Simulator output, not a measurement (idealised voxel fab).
Presented below is a process module, voxel tone inversion.
Displayed cross-section: cut, width of 230 nm, square cells sized 5 nm.
Heads up, the way a cross-section reads in here is a grid of square cells, handed over as bands from the top down, with every band being one or more rows of cells. The band entry comprises the height of the band's top followed by the height of its bottom, expressed in nm, and subsequently the band's materials from left to right, each stated together with its width in nm. Where a single material is marked with the word "edge to edge", that material fills the band from edge to edge. The word "blank" represents empty space. Ref level 0: as-received wafer is one material below here. Bottom band extends down with no lower bound ("top 0, no bottom"). The two numbers in a width such as "30 to 40" mark its ends across the band: the first belongs to the top row of cells, the second to the bottom row, and from each row to the next the width moves by the same amount. The designation "same as before", where it is given for a processing step, indicates that no cell of the cross-section was altered in the course of that step. For the entry "Trapped voids", the listed items are empty spaces with no open way to the top whose size is 8 cells or more; each item follows the pattern width x height at distance, where distance is from the left edge and all three are in nm. Anything after a step's settings on that line? It's the simulator's own note about the step. overlay nm, on a step with a mask: how far to the right of its planned place the mask lay; to the left if negative.

**This section lists the process steps that were planned**
1: RECEIVE (material Si)
2: CONFORMAL_DEP (material SiN; thk nm 5)
3: DIRECTIONAL_DEP (material polySi; thk nm 20)
4: PATTERN (tone cover; mask id POSTS; material resist; width nm 15; pitch nm 40; thk nm 25; overlay nm 0)
5: DIRECTIONAL_ETCH (etch materials polySi; depth nm 20)
6: STRIP (etch materials resist)
7: FILL_DEP (material SiO2; thk nm 5)
8: CMP (height nm 30)
9: STRIP (etch materials polySi)
Where the wafers of this document differ is in the thk nm of step 2; they start out the same, and the plan states the value that applied to the first wafer.

**As received, i.e. after step 1: cross-section through the first of several wafers**
> top 0, no bottom | Si edge to edge
> Trapped voids: none

**Basically each wafer gets a line in the table, showing it at the end of the module: material by material, the cells it gained (+) or lost (-) since we got it, then its closed voids**
thk nm 5, +46 SiN, +194 SiO2, +36 polySi, Trapped voids: none
thk nm 10, +92 SiN, +148 SiO2, Trapped voids: none
thk nm 15, +138 SiN, +111 SiO2, Trapped voids: none
thk nm 20, +184 SiN, +74 SiO2, Trapped voids: none
thk nm 25, +230 SiN, +37 SiO2, Trapped voids: none
